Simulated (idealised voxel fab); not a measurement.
Process module, titled voxel transistor to metal
cross-section cut | 195 nm wide | cells 5 nm
This document writes a cross-section as a grid whose cells are square, and gives it as bands, listed from the top down; one or more rows of cells form a band.
Band: top and bottom heights (nm) first, top before bottom; then materials from left to right, widths in nm. "all across" marks a sole material filling the band edge to edge. "air" denotes empty space.
The reference from which all heights are counted is 0, the level beneath which the as-received wafer is entirely one material; the lowest band, having no lower bound, proceeds downward and is written after the example "0..down".
A two-number width, for instance "30..40", indicates that the width is equal to the first number in the top row of the band and to the second number in the bottom row, and that it changes by a constant amount per row of cells.
When a step is marked "no alterations made", none of the cells in the cross-section changed during that step.
What "Voids, enclosed" gives you is every empty space of 8 cells or more that is cut off from the top. Each appears as width x height at distance, with the distance taken from the left edge and width, height and distance all in nm.
The remark found on a step's line after its settings is issued by the simulator itself and pertains to that step.
The "overlay nm" setting may appear on a step's line; for a step that uses a mask, it gives how far to the right of its planned position the mask lay, and a negative value indicates the left.
What follows is a series of pairs. Each pair shows a cross-section before one process step and the cross-section after it, and the after view is drawn only down to the lowest band that changed. Beneath each pair is the step that lies between the two, with its settings. Pairs may come from different runs of this module on the same starting wafer, so a pair continues from the one above it only where its entry headed "Ex-ante state" says so.

### Ex-ante state
0..down | Si all across
Voids, enclosed: none

### Step Result
5..0 | SiO2 all across
Below 0, the layers are the same as they were.
Voids, enclosed: none
The cross-sections above show the structure before and after this step: CONFORMAL_DEP,material SiO2,thk nm 5

Ex-ante state: we pick up right where the pair above leaves off, with its after cross-section.

### Step Result
20..5 | SiN all across
Below 5, the layers are the same as they were.
Voids, enclosed: none
The cross-sections above show the structure before and after this step: CONFORMAL_DEP,material SiN,thk nm 15

Ex-ante state: we pick up right where the pair above leaves off, with its after cross-section.

### Step Result
35..20 | aC all across
Below 20, the layers are the same as they were.
Voids, enclosed: none
The cross-sections above show the structure before and after this step: DIRECTIONAL_DEP,material aC,thk nm 15

Ex-ante state: we pick up right where the pair above leaves off, with its after cross-section.

### Step Result
65..35 | air (50)  resist (95)  air (50)
Below 35, the layers are the same as they were.
Voids, enclosed: none
The cross-sections above show the structure before and after this step: PATTERN,tone cover,mask id ACTIVE,material resist,width nm 95,thk nm 30,overlay nm 0

Ex-ante state: we pick up right where the pair above leaves off, with its after cross-section.

### Step Result
50..35 | air (50)  resist (95)  air (50)
35..20 | air (50)  aC (95)  air (50)
Below 20, the layers are the same as they were.
Voids, enclosed: none
The cross-sections above show the structure before and after this step: DIRECTIONAL_ETCH,etch materials aC,depth nm 15

Ex-ante state: we pick up right where the pair above leaves off, with its after cross-section.

### Step Result
35..20 | air (50)  aC (95)  air (50)
Below 20, the layers are the same as they were.
Voids, enclosed: none
The cross-sections above show the structure before and after this step: STRIP,etch materials resist

Ex-ante state: we pick up right where the pair above leaves off, with its after cross-section.

### Step Result
35..20 | air (50)  aC (95)  air (50)
20..5 | air (50)  SiN (95)  air (50)
Below 5, the layers are the same as they were.
Voids, enclosed: none
The cross-sections above show the structure before and after this step: DIRECTIONAL_ETCH,etch materials SiN,depth nm 15

Ex-ante state: we pick up right where the pair above leaves off, with its after cross-section.

### Step Result
35..20 | air (50)  aC (95)  air (50)
20..5 | air (50)  SiN (95)  air (50)
5..0 | air (50)  SiO2 (95)  air (50)
Below 0, the layers are the same as they were.
Voids, enclosed: none
The cross-sections above show the structure before and after this step: DIRECTIONAL_ETCH,etch materials SiO2,depth nm 5

Ex-ante state: we pick up right where the pair above leaves off, with its after cross-section.

### Step Result
35..20 | air (50)  aC (95)  air (50)
20..5 | air (50)  SiN (95)  air (50)
5..0 | air (50)  SiO2 (95)  air (50)
0..-25 | air (50)  Si (95)  air (50)
Below -25, the layers are the same as they were.
Voids, enclosed: none
The cross-sections above show the structure before and after this step: DIRECTIONAL_ETCH,etch materials Si,depth nm 25

Ex-ante state: we pick up right where the pair above leaves off, with its after cross-section.

### Step Result
20..5 | air (50)  SiN (95)  air (50)
Below 5, the layers are the same as they were.
Voids, enclosed: none
The cross-sections above show the structure before and after this step: STRIP,etch materials aC

Ex-ante state: we pick up right where the pair above leaves off, with its after cross-section.

### Step Result
20..5 | air (50)  SiN (95)  air (50)
5..0 | air (50)  SiO2 (95)  air (50)
0..-25 | air (50)  SiO2 (5)  Si (85)  SiO2 (5)  air (50)
-25..-30 | SiO2 (55)  Si (85)  SiO2 (55)
Below -30, the layers are the same as they were.
Voids, enclosed: none
The cross-sections above show the structure before and after this step: OXIDIZE,depth nm 5

Ex-ante state: we pick up right where the pair above leaves off, with its after cross-section.

### Step Result
30..20 | SiO2 all across
20..5 | SiO2 (50)  SiN (95)  SiO2 (50)
5..0 | SiO2 all across
0..-30 | SiO2 (55)  Si (85)  SiO2 (55)
Below -30, the layers are the same as they were.
Voids, enclosed: none
The cross-sections above show the structure before and after this step: FILL_DEP,material SiO2,thk nm 10

Ex-ante state: we pick up right where the pair above leaves off, with its after cross-section.

### Step Result
20..5 | SiO2 (50)  SiN (95)  SiO2 (50)
Below 5, the layers are the same as they were.
Voids, enclosed: none
The cross-sections above show the structure before and after this step: CMP,height nm 20

Ex-ante state: we pick up right where the pair above leaves off, with its after cross-section.

### Step Result
20..5 | air (50)  SiN (95)  air (50)
Below 5, the layers are the same as they were.
Voids, enclosed: none
The cross-sections above show the structure before and after this step: SELECTIVE_ETCH,etch materials SiO2,depth nm 15

Ex-ante state: we pick up right where the pair above leaves off, with its after cross-section.

### Step Result
5..0 | SiO2 all across
Below 0, the layers are the same as they were.
Voids, enclosed: none
The cross-sections above show the structure before and after this step: STRIP,etch materials SiN

Ex-ante state: we pick up right where the pair above leaves off, with its after cross-section.

### Step Result
0..-30 | SiO2 (55)  Si (85)  SiO2 (55)
Below -30, the layers are the same as they were.
Voids, enclosed: none
The cross-sections above show the structure before and after this step: SELECTIVE_ETCH,etch materials SiO2,depth nm 5

Ex-ante state: we pick up right where the pair above leaves off, with its after cross-section.

### Step Result
0..-5 | SiO2 all across
Below -5, the layers are the same as they were.
Voids, enclosed: none
The cross-sections above show the structure before and after this step: OXIDIZE,depth nm 5

Ex-ante state: we pick up right where the pair above leaves off, with its after cross-section.

### Step Result
30..0 | polySi all across
Below 0, the layers are the same as they were.
Voids, enclosed: none
The cross-sections above show the structure before and after this step: DIRECTIONAL_DEP,material polySi,thk nm 30

Ex-ante state: we pick up right where the pair above leaves off, with its after cross-section.

### Step Result
40..30 | SiCN all across
Below 30, the layers are the same as they were.
Voids, enclosed: none
The cross-sections above show the structure before and after this step: DIRECTIONAL_DEP,material SiCN,thk nm 10

Ex-ante state: we pick up right where the pair above leaves off, with its after cross-section.

### Step Result
40..30 | air (85)  SiCN (25)  air (85)
Below 30, the layers are the same as they were.
Voids, enclosed: none
The cross-sections above show the structure before and after this step: MASKED_ETCH,tone cover,mask id GATE,width nm 25,etch materials SiCN,depth nm 20,overlay nm 0

Ex-ante state: we pick up right where the pair above leaves off, with its after cross-section.

### Step Result
40..30 | air (85)  SiCN (25)  air (85)
30..0 | air (85)  polySi (25)  air (85)
Below 0, the layers are the same as they were.
Voids, enclosed: none
The cross-sections above show the structure before and after this step: MASKED_ETCH,tone cover,mask id GATE,width nm 25,etch materials polySi,depth nm 40,overlay nm 0

Ex-ante state: we pick up right where the pair above leaves off, with its after cross-section.

### Step Result
45..40 | air (80)  SiO2 (35)  air (80)
40..30 | air (80)  SiO2 (5)  SiCN (25)  SiO2 (5)  air (80)
30..5 | air (80)  SiO2 (5)  polySi (25)  SiO2 (5)  air (80)
5..0 | SiO2 (85)  polySi (25)  SiO2 (85)
Below 0, the layers are the same as they were.
Voids, enclosed: none
The cross-sections above show the structure before and after this step: CONFORMAL_DEP,material SiO2,thk nm 5

Ex-ante state: we pick up right where the pair above leaves off, with its after cross-section.

### Step Result
40..30 | air (80)  SiO2 (5)  SiCN (25)  SiO2 (5)  air (80)
30..0 | air (80)  SiO2 (5)  polySi (25)  SiO2 (5)  air (80)
Below 0, the layers are the same as they were.
Voids, enclosed: none
The cross-sections above show the structure before and after this step: DIRECTIONAL_ETCH,etch materials SiO2,depth nm 5

Ex-ante state: we pick up right where the pair above leaves off, with its after cross-section.

### Step Result
50..40 | air (70)  SiN (55)  air (70)
40..30 | air (70)  SiN (10)  SiO2 (5)  SiCN (25)  SiO2 (5)  SiN (10)  air (70)
30..10 | air (70)  SiN (10)  SiO2 (5)  polySi (25)  SiO2 (5)  SiN (10)  air (70)
10..0 | SiN (80)  SiO2 (5)  polySi (25)  SiO2 (5)  SiN (80)
Below 0, the layers are the same as they were.
Voids, enclosed: none
The cross-sections above show the structure before and after this step: CONFORMAL_DEP,material SiN,thk nm 10

Ex-ante state: we pick up right where the pair above leaves off, with its after cross-section.

### Step Result
40..30 | air (70)  SiN (10)  SiO2 (5)  SiCN (25)  SiO2 (5)  SiN (10)  air (70)
30..0 | air (70)  SiN (10)  SiO2 (5)  polySi (25)  SiO2 (5)  SiN (10)  air (70)
Below 0, the layers are the same as they were.
Voids, enclosed: none
The cross-sections above show the structure before and after this step: DIRECTIONAL_ETCH,etch materials SiN,depth nm 10

Ex-ante state: we pick up right where the pair above leaves off, with its after cross-section.

### Step Result
40..35 | air (70)  SiN (10)  air (5)  SiCN (25)  air (5)  SiN (10)  air (70)
35..30 | air (70)  SiN (10)  SiO2 (5)  SiCN (25)  SiO2 (5)  SiN (10)  air (70)
30..0 | air (70)  SiN (10)  SiO2 (5)  polySi (25)  SiO2 (5)  SiN (10)  air (70)
0..-5 | air (70)  SiO2 (55)  air (70)
Below -5, the layers are the same as they were.
Voids, enclosed: none
The cross-sections above show the structure before and after this step: DIRECTIONAL_ETCH,etch materials SiO2,depth nm 5

Ex-ante state: we pick up right where the pair above leaves off, with its after cross-section.

### Step Result
40..35 | air (70)  SiN (10)  air (5)  SiCN (25)  air (5)  SiN (10)  air (70)
35..30 | air (70)  SiN (10)  SiO2 (5)  SiCN (25)  SiO2 (5)  SiN (10)  air (70)
30..0 | air (70)  SiN (10)  SiO2 (5)  polySi (25)  SiO2 (5)  SiN (10)  air (70)
0..-5 | air (70)  SiO2 (55)  air (70)
-5..-15 | SiO2 (55)  air (15)  Si (55)  air (15)  SiO2 (55)
Below -15, the layers are the same as they were.
Voids, enclosed: none
The cross-sections above show the structure before and after this step: DIRECTIONAL_ETCH,etch materials Si,depth nm 10

Ex-ante state: we pick up right where the pair above leaves off, with its after cross-section.

### Step Result
40..35 | air (70)  SiN (10)  air (5)  SiCN (25)  air (5)  SiN (10)  air (70)
35..30 | air (70)  SiN (10)  SiO2 (5)  SiCN (25)  SiO2 (5)  SiN (10)  air (70)
30..5 | air (70)  SiN (10)  SiO2 (5)  polySi (25)  SiO2 (5)  SiN (10)  air (70)
5..0 | air (60)  SiGe (10)  SiN (10)  SiO2 (5)  polySi (25)  SiO2 (5)  SiN (10)  SiGe (10)  air (60)
0..-5 | air (60)  SiGe (10)  SiO2 (55)  SiGe (10)  air (60)
-5..-15 | SiO2 (55)  SiGe (15)  Si (55)  SiGe (15)  SiO2 (55)
Below -15, the layers are the same as they were.
Voids, enclosed: none
The cross-sections above show the structure before and after this step: EPI,material SiGe,thk nm 10

Ex-ante state: we pick up right where the pair above leaves off, with its after cross-section.

### Step Result
45..40 | SiO2 all across
40..30 | SiO2 (70)  SiN (10)  SiO2 (5)  SiCN (25)  SiO2 (5)  SiN (10)  SiO2 (70)
30..5 | SiO2 (70)  SiN (10)  SiO2 (5)  polySi (25)  SiO2 (5)  SiN (10)  SiO2 (70)
5..0 | SiO2 (60)  SiGe (10)  SiN (10)  SiO2 (5)  polySi (25)  SiO2 (5)  SiN (10)  SiGe (10)  SiO2 (60)
0..-5 | SiO2 (60)  SiGe (10)  SiO2 (55)  SiGe (10)  SiO2 (60)
Below -5, the layers are the same as they were.
Voids, enclosed: none
The cross-sections above show the structure before and after this step: FILL_DEP,material SiO2,thk nm 5

Ex-ante state: we pick up right where the pair above leaves off, with its after cross-section.

### Step Result
40..30 | SiO2 (70)  SiN (10)  SiO2 (5)  SiCN (25)  SiO2 (5)  SiN (10)  SiO2 (70)
Below 30, the layers are the same as they were.
Voids, enclosed: none
The cross-sections above show the structure before and after this step: CMP,height nm 40

Ex-ante state: we pick up right where the pair above leaves off, with its after cross-section.

### Step Result
55..40 | SiO2 all across
Below 40, the layers are the same as they were.
Voids, enclosed: none
The cross-sections above show the structure before and after this step: DIRECTIONAL_DEP,material SiO2,thk nm 15

Ex-ante state: we pick up right where the pair above leaves off, with its after cross-section.

### Step Result
65..55 | aC all across
Below 55, the layers are the same as they were.
Voids, enclosed: none
The cross-sections above show the structure before and after this step: DIRECTIONAL_DEP,material aC,thk nm 10

Ex-ante state: we pick up right where the pair above leaves off, with its after cross-section.

### Step Result
90..65 | resist (55)  air (15)  resist (55)  air (15)  resist (55)
Below 65, the layers are the same as they were.
Voids, enclosed: none
The cross-sections above show the structure before and after this step: PATTERN,tone open,mask id CONTACT,material resist,width nm 15,pitch nm 70,thk nm 25,overlay nm 0

Ex-ante state: we pick up right where the pair above leaves off, with its after cross-section.

### Step Result
80..65 | resist (55)  air (15)  resist (55)  air (15)  resist (55)
65..55 | aC (55)  air (15)  aC (55)  air (15)  aC (55)
Below 55, the layers are the same as they were.
Voids, enclosed: none
The cross-sections above show the structure before and after this step: DIRECTIONAL_ETCH,etch materials aC,depth nm 10

Ex-ante state: we pick up right where the pair above leaves off, with its after cross-section.

### Step Result
65..55 | aC (55)  air (15)  aC (55)  air (15)  aC (55)
Below 55, the layers are the same as they were.
Voids, enclosed: none
The cross-sections above show the structure before and after this step: STRIP,etch materials resist

Ex-ante state: we pick up right where the pair above leaves off, with its after cross-section.

### Step Result
65..55 | aC (55)  air (15)  aC (55)  air (15)  aC (55)
55..40 | SiO2 (55)  air (15)  SiO2 (55)  air (15)  SiO2 (55)
40..30 | SiO2 (55)  air (15)  SiN (10)  SiO2 (5)  SiCN (25)  SiO2 (5)  SiN (10)  air (15)  SiO2 (55)
30..5 | SiO2 (55)  air (15)  SiN (10)  SiO2 (5)  polySi (25)  SiO2 (5)  SiN (10)  air (15)  SiO2 (55)
5..0 | SiO2 (55)  air (5)  SiGe (10)  SiN (10)  SiO2 (5)  polySi (25)  SiO2 (5)  SiN (10)  SiGe (10)  air (5)  SiO2 (55)
0..-5 | SiO2 (55)  air (5)  SiGe (10)  SiO2 (55)  SiGe (10)  air (5)  SiO2 (55)
Below -5, the layers are the same as they were.
Voids, enclosed: none
The cross-sections above show the structure before and after this step: DIRECTIONAL_ETCH,etch materials SiO2,depth nm 60

Ex-ante state: we pick up right where the pair above leaves off, with its after cross-section.

### Step Result
55..40 | SiO2 (55)  air (15)  SiO2 (55)  air (15)  SiO2 (55)
Below 40, the layers are the same as they were.
Voids, enclosed: none
The cross-sections above show the structure before and after this step: STRIP,etch materials aC

Ex-ante state: we pick up right where the pair above leaves off, with its after cross-section.

### Step Result
60..55 | TiN (60)  air (5)  TiN (65)  air (5)  TiN (60)
55..40 | SiO2 (55)  TiN (5)  air (5)  TiN (5)  SiO2 (55)  TiN (5)  air (5)  TiN (5)  SiO2 (55)
40..30 | SiO2 (55)  TiN (5)  air (5)  TiN (5)  SiN (10)  SiO2 (5)  SiCN (25)  SiO2 (5)  SiN (10)  TiN (5)  air (5)  TiN (5)  SiO2 (55)
30..10 | SiO2 (55)  TiN (5)  air (5)  TiN (5)  SiN (10)  SiO2 (5)  polySi (25)  SiO2 (5)  SiN (10)  TiN (5)  air (5)  TiN (5)  SiO2 (55)
10..5 | SiO2 (55)  TiN (15)  SiN (10)  SiO2 (5)  polySi (25)  SiO2 (5)  SiN (10)  TiN (15)  SiO2 (55)
5..0 | SiO2 (55)  TiN (5)  SiGe (10)  SiN (10)  SiO2 (5)  polySi (25)  SiO2 (5)  SiN (10)  SiGe (10)  TiN (5)  SiO2 (55)
0..-5 | SiO2 (55)  TiN (5)  SiGe (10)  SiO2 (55)  SiGe (10)  TiN (5)  SiO2 (55)
Below -5, the layers are the same as they were.
Voids, enclosed: none
The cross-sections above show the structure before and after this step: CONFORMAL_DEP,material TiN,thk nm 5

Ex-ante state: we pick up right where the pair above leaves off, with its after cross-section.

### Step Result
65..60 | Ru all across
60..55 | TiN (60)  Ru (5)  TiN (65)  Ru (5)  TiN (60)
55..40 | SiO2 (55)  TiN (5)  Ru (5)  TiN (5)  SiO2 (55)  TiN (5)  Ru (5)  TiN (5)  SiO2 (55)
40..30 | SiO2 (55)  TiN (5)  Ru (5)  TiN (5)  SiN (10)  SiO2 (5)  SiCN (25)  SiO2 (5)  SiN (10)  TiN (5)  Ru (5)  TiN (5)  SiO2 (55)
30..10 | SiO2 (55)  TiN (5)  Ru (5)  TiN (5)  SiN (10)  SiO2 (5)  polySi (25)  SiO2 (5)  SiN (10)  TiN (5)  Ru (5)  TiN (5)  SiO2 (55)
Below 10, the layers are the same as they were.
Voids, enclosed: none
The cross-sections above show the structure before and after this step: FILL_DEP,material Ru,thk nm 5

Ex-ante state: we pick up right where the pair above leaves off, with its after cross-section.

### Step Result
55..40 | SiO2 (55)  TiN (5)  Ru (5)  TiN (5)  SiO2 (55)  TiN (5)  Ru (5)  TiN (5)  SiO2 (55)
Below 40, the layers are the same as they were.
Voids, enclosed: none
The cross-sections above show the structure before and after this step: CMP,height nm 55

Ex-ante state: we pick up right where the pair above leaves off, with its after cross-section.

### Step Result
60..55 | SiN all across
Below 55, the layers are the same as they were.
Voids, enclosed: none
The cross-sections above show the structure before and after this step: CONFORMAL_DEP,material SiN,thk nm 5

Ex-ante state: we pick up right where the pair above leaves off, with its after cross-section.

### Step Result
80..60 | lowk all across
Below 60, the layers are the same as they were.
Voids, enclosed: none
The cross-sections above show the structure before and after this step: DIRECTIONAL_DEP,material lowk,thk nm 20

Ex-ante state: we pick up right where the pair above leaves off, with its after cross-section.

### Step Result
100..80 | resist (55)  air (15)  resist (55)  air (15)  resist (55)
Below 80, the layers are the same as they were.
Voids, enclosed: none
The cross-sections above show the structure before and after this step: PATTERN,tone open,mask id METAL_1,material resist,width nm 15,pitch nm 70,thk nm 20,overlay nm 0

Ex-ante state: we pick up right where the pair above leaves off, with its after cross-section.

### Step Result
100..80 | resist (55)  air (15)  resist (55)  air (15)  resist (55)
80..60 | lowk (55)  air (15)  lowk (55)  air (15)  lowk (55)
Below 60, the layers are the same as they were.
Voids, enclosed: none
The cross-sections above show the structure before and after this step: DIRECTIONAL_ETCH,etch materials lowk,depth nm 20

Ex-ante state: we pick up right where the pair above leaves off, with its after cross-section.

### Step Result
100..80 | resist (55)  air (15)  resist (55)  air (15)  resist (55)
80..60 | lowk (55)  air (15)  lowk (55)  air (15)  lowk (55)
60..55 | SiN (55)  air (15)  SiN (55)  air (15)  SiN (55)
Below 55, the layers are the same as they were.
Voids, enclosed: none
The cross-sections above show the structure before and after this step: DIRECTIONAL_ETCH,etch materials SiN,depth nm 5

Ex-ante state: we pick up right where the pair above leaves off, with its after cross-section.

### Step Result
80..60 | lowk (55)  air (15)  lowk (55)  air (15)  lowk (55)
Below 60, the layers are the same as they were.
Voids, enclosed: none
The cross-sections above show the structure before and after this step: STRIP,etch materials resist

Ex-ante state: we pick up right where the pair above leaves off, with its after cross-section.

### Step Result
85..80 | TiN (60)  air (5)  TiN (65)  air (5)  TiN (60)
80..60 | lowk (55)  TiN (5)  air (5)  TiN (5)  lowk (55)  TiN (5)  air (5)  TiN (5)  lowk (55)
60..55 | SiN (55)  TiN (15)  SiN (55)  TiN (15)  SiN (55)
Below 55, the layers are the same as they were.
Voids, enclosed: none
The cross-sections above show the structure before and after this step: CONFORMAL_DEP,material TiN,thk nm 5

Ex-ante state: we pick up right where the pair above leaves off, with its after cross-section.

### Step Result
95..85 | W all across
85..80 | TiN (60)  W (5)  TiN (65)  W (5)  TiN (60)
80..60 | lowk (55)  TiN (5)  W (5)  TiN (5)  lowk (55)  TiN (5)  W (5)  TiN (5)  lowk (55)
Below 60, the layers are the same as they were.
Voids, enclosed: none
The cross-sections above show the structure before and after this step: FILL_DEP,material W,thk nm 10

Ex-ante state: we pick up right where the pair above leaves off, with its after cross-section.

### Step Result
80..60 | lowk (55)  TiN (5)  W (5)  TiN (5)  lowk (55)  TiN (5)  W (5)  TiN (5)  lowk (55)
Below 60, the layers are the same as they were.
Voids, enclosed: none
The cross-sections above show the structure before and after this step: CMP,height nm 80

Ex-ante state: we pick up right where the pair above leaves off, with its after cross-section.

### Step Result
85..80 | SiCN all across
Below 80, the layers are the same as they were.
Voids, enclosed: none
The cross-sections above show the structure before and after this step: CONFORMAL_DEP,material SiCN,thk nm 5

Ex-ante state: we pick up right where the pair above leaves off, with its after cross-section.

### Step Result
120..85 | lowk all across
Below 85, the layers are the same as they were.
Voids, enclosed: none
The cross-sections above show the structure before and after this step: DIRECTIONAL_DEP,material lowk,thk nm 35

Ex-ante state: we pick up right where the pair above leaves off, with its after cross-section.

### Step Result
135..120 | resist (55)  air (15)  resist (55)  air (15)  resist (55)
Below 120, the layers are the same as they were.
Voids, enclosed: none
The cross-sections above show the structure before and after this step: PATTERN,tone open,mask id METAL_2,material resist,width nm 15,pitch nm 70,thk nm 15,overlay nm 0

Ex-ante state: we pick up right where the pair above leaves off, with its after cross-section.

### Step Result
135..120 | resist (55)  air (15)  resist (55)  air (15)  resist (55)
120..100 | lowk (55)  air (15)  lowk (55)  air (15)  lowk (55)
Below 100, the layers are the same as they were.
Voids, enclosed: none
The cross-sections above show the structure before and after this step: DIRECTIONAL_ETCH,etch materials lowk,depth nm 20

Ex-ante state: we pick up right where the pair above leaves off, with its after cross-section.

### Step Result
120..100 | lowk (55)  air (15)  lowk (55)  air (15)  lowk (55)
Below 100, the layers are the same as they were.
Voids, enclosed: none
The cross-sections above show the structure before and after this step: STRIP,etch materials resist

Ex-ante state: we pick up right where the pair above leaves off, with its after cross-section.

### Step Result
140..120 | resist (55)  air (15)  resist (55)  air (15)  resist (55)
Below 120, the layers are the same as they were.
Voids, enclosed: none
The cross-sections above show the structure before and after this step: PATTERN,tone open,mask id METAL_2_HOLES,material resist,width nm 15,pitch nm 70,thk nm 20,overlay nm 0

Ex-ante state: we pick up right where the pair above leaves off, with its after cross-section.

### Step Result
140..120 | resist (55)  air (15)  resist (55)  air (15)  resist (55)
120..85 | lowk (55)  air (15)  lowk (55)  air (15)  lowk (55)
Below 85, the layers are the same as they were.
Voids, enclosed: none
The cross-sections above show the structure before and after this step: DIRECTIONAL_ETCH,etch materials lowk,depth nm 15

Ex-ante state: we pick up right where the pair above leaves off, with its after cross-section.

### Step Result
140..120 | resist (55)  air (15)  resist (55)  air (15)  resist (55)
120..85 | lowk (55)  air (15)  lowk (55)  air (15)  lowk (55)
85..80 | SiCN (55)  air (15)  SiCN (55)  air (15)  SiCN (55)
Below 80, the layers are the same as they were.
Voids, enclosed: none
The cross-sections above show the structure before and after this step: DIRECTIONAL_ETCH,etch materials SiCN,depth nm 5

Ex-ante state: we pick up right where the pair above leaves off, with its after cross-section.

### Step Result
120..85 | lowk (55)  air (15)  lowk (55)  air (15)  lowk (55)
Below 85, the layers are the same as they were.
Voids, enclosed: none
The cross-sections above show the structure before and after this step: STRIP,etch materials resist

Ex-ante state: we pick up right where the pair above leaves off, with its after cross-section.

### Step Result
125..120 | TiN (60)  air (5)  TiN (65)  air (5)  TiN (60)
120..85 | lowk (55)  TiN (5)  air (5)  TiN (5)  lowk (55)  TiN (5)  air (5)  TiN (5)  lowk (55)
85..80 | SiCN (55)  TiN (15)  SiCN (55)  TiN (15)  SiCN (55)
Below 80, the layers are the same as they were.
Voids, enclosed: none
The cross-sections above show the structure before and after this step: CONFORMAL_DEP,material TiN,thk nm 5

Ex-ante state: we pick up right where the pair above leaves off, with its after cross-section.

### Step Result
130..125 | Cu all across
125..120 | TiN (60)  Cu (5)  TiN (65)  Cu (5)  TiN (60)
120..85 | lowk (55)  TiN (5)  Cu (5)  TiN (5)  lowk (55)  TiN (5)  Cu (5)  TiN (5)  lowk (55)
Below 85, the layers are the same as they were.
Voids, enclosed: none
The cross-sections above show the structure before and after this step: FILL_DEP,material Cu,thk nm 5

Ex-ante state: we pick up right where the pair above leaves off, with its after cross-section.

### Step Result
120..85 | lowk (55)  TiN (5)  Cu (5)  TiN (5)  lowk (55)  TiN (5)  Cu (5)  TiN (5)  lowk (55)
Below 85, the layers are the same as they were.
Voids, enclosed: none
The cross-sections above show the structure before and after this step: CMP,height nm 120

Ex-ante state: we pick up right where the pair above leaves off, with its after cross-section.

### Step Result
125..120 | SiCN all across
Below 120, the layers are the same as they were.
Voids, enclosed: none
The cross-sections above show the structure before and after this step: CONFORMAL_DEP,material SiCN,thk nm 5

### Ex-ante state
0..down | Si all across
Voids, enclosed: none

### Step Result
15..0 | SiN all across
Below 0, the layers are the same as they were.
Voids, enclosed: none
The cross-sections above show the structure before and after this step: CONFORMAL_DEP,material SiN,thk nm 15

Ex-ante state: we pick up right where the pair above leaves off, with its after cross-section.

### Step Result
30..15 | aC all across
Below 15, the layers are the same as they were.
Voids, enclosed: none
The cross-sections above show the structure before and after this step: DIRECTIONAL_DEP,material aC,thk nm 15

Ex-ante state: we pick up right where the pair above leaves off, with its after cross-section.

### Step Result
60..30 | air (50)  resist (95)  air (50)
Below 30, the layers are the same as they were.
Voids, enclosed: none
The cross-sections above show the structure before and after this step: PATTERN,tone cover,mask id ACTIVE,material resist,width nm 95,thk nm 30,overlay nm 0

Ex-ante state: we pick up right where the pair above leaves off, with its after cross-section.

### Step Result
45..30 | air (50)  resist (95)  air (50)
30..15 | air (50)  aC (95)  air (50)
Below 15, the layers are the same as they were.
Voids, enclosed: none
The cross-sections above show the structure before and after this step: DIRECTIONAL_ETCH,etch materials aC,depth nm 15

Ex-ante state: we pick up right where the pair above leaves off, with its after cross-section.

### Step Result
30..15 | air (50)  aC (95)  air (50)
Below 15, the layers are the same as they were.
Voids, enclosed: none
The cross-sections above show the structure before and after this step: STRIP,etch materials resist

Ex-ante state: we pick up right where the pair above leaves off, with its after cross-section.

### Step Result
30..15 | air (50)  aC (95)  air (50)
15..0 | air (50)  SiN (95)  air (50)
Below 0, the layers are the same as they were.
Voids, enclosed: none
The cross-sections above show the structure before and after this step: DIRECTIONAL_ETCH,etch materials SiN,depth nm 15

Ex-ante state: we pick up right where the pair above leaves off, with its after cross-section.

### Step Result
30..15 | air (50)  aC (95)  air (50)
15..0 | air (50)  SiN (95)  air (50)
0..-25 | air (50)  Si (95)  air (50)
Below -25, the layers are the same as they were.
Voids, enclosed: none
The cross-sections above show the structure before and after this step: DIRECTIONAL_ETCH,etch materials Si,depth nm 25

Ex-ante state: we pick up right where the pair above leaves off, with its after cross-section.

### Step Result
15..0 | air (50)  SiN (95)  air (50)
Below 0, the layers are the same as they were.
Voids, enclosed: none
The cross-sections above show the structure before and after this step: STRIP,etch materials aC

Ex-ante state: we pick up right where the pair above leaves off, with its after cross-section.

### Step Result
15..0 | air (50)  SiN (95)  air (50)
0..-25 | air (50)  SiO2 (5)  Si (85)  SiO2 (5)  air (50)
-25..-30 | SiO2 (55)  Si (85)  SiO2 (55)
Below -30, the layers are the same as they were.
Voids, enclosed: none
The cross-sections above show the structure before and after this step: OXIDIZE,depth nm 5

Ex-ante state: we pick up right where the pair above leaves off, with its after cross-section.

### Step Result
25..15 | SiO2 all across
15..0 | SiO2 (50)  SiN (95)  SiO2 (50)
0..-30 | SiO2 (55)  Si (85)  SiO2 (55)
Below -30, the layers are the same as they were.
Voids, enclosed: none
The cross-sections above show the structure before and after this step: FILL_DEP,material SiO2,thk nm 10

Ex-ante state: we pick up right where the pair above leaves off, with its after cross-section.

### Step Result
20..15 | SiO2 all across
Below 15, the layers are the same as they were.
Voids, enclosed: none
The cross-sections above show the structure before and after this step: CMP,height nm 20

Ex-ante state: we pick up right where the pair above leaves off, with its after cross-section.

### Step Result
15..5 | air (50)  SiN (95)  air (50)
Below 5, the layers are the same as they were.
Voids, enclosed: none
The cross-sections above show the structure before and after this step: SELECTIVE_ETCH,etch materials SiO2,depth nm 15

Ex-ante state: we pick up right where the pair above leaves off, with its after cross-section.

### Step Result
5..0 | SiO2 (50)  air (95)  SiO2 (50)
Below 0, the layers are the same as they were.
Voids, enclosed: none
The cross-sections above show the structure before and after this step: STRIP,etch materials SiN

Ex-ante state: we pick up right where the pair above leaves off, with its after cross-section.

### Step Result
0..-5 | SiO2 (45)  air (10)  Si (85)  air (10)  SiO2 (45)
Below -5, the layers are the same as they were.
Voids, enclosed: none
The cross-sections above show the structure before and after this step: SELECTIVE_ETCH,etch materials SiO2,depth nm 5

Ex-ante state: we pick up right where the pair above leaves off, with its after cross-section.

### Step Result
0..-5 | SiO2 (45)  air (10)  SiO2 (85)  air (10)  SiO2 (45)
-5..-10 | SiO2 (60)  Si (75)  SiO2 (60)
Below -10, the layers are the same as they were.
Voids, enclosed: none
The cross-sections above show the structure before and after this step: OXIDIZE,depth nm 5

Ex-ante state: we pick up right where the pair above leaves off, with its after cross-section.

### Step Result
30..25 | polySi (45)  air (10)  polySi (85)  air (10)  polySi (45)
25..0 | polySi all across
0..-5 | SiO2 (45)  polySi (10)  SiO2 (85)  polySi (10)  SiO2 (45)
Below -5, the layers are the same as they were.
Voids, enclosed: none
The cross-sections above show the structure before and after this step: DIRECTIONAL_DEP,material polySi,thk nm 30

Ex-ante state: we pick up right where the pair above leaves off, with its after cross-section.

### Step Result
40..35 | SiCN (45)  air (10)  SiCN (85)  air (10)  SiCN (45)
35..30 | SiCN all across
30..25 | polySi (45)  SiCN (10)  polySi (85)  SiCN (10)  polySi (45)
Below 25, the layers are the same as they were.
Voids, enclosed: none
The cross-sections above show the structure before and after this step: DIRECTIONAL_DEP,material SiCN,thk nm 10

Ex-ante state: we pick up right where the pair above leaves off, with its after cross-section.

### Step Result
40..30 | air (85)  SiCN (25)  air (85)
30..25 | polySi (45)  air (10)  polySi (85)  air (10)  polySi (45)
Below 25, the layers are the same as they were.
Voids, enclosed: none
The cross-sections above show the structure before and after this step: MASKED_ETCH,tone cover,mask id GATE,width nm 25,etch materials SiCN,depth nm 20,overlay nm 0
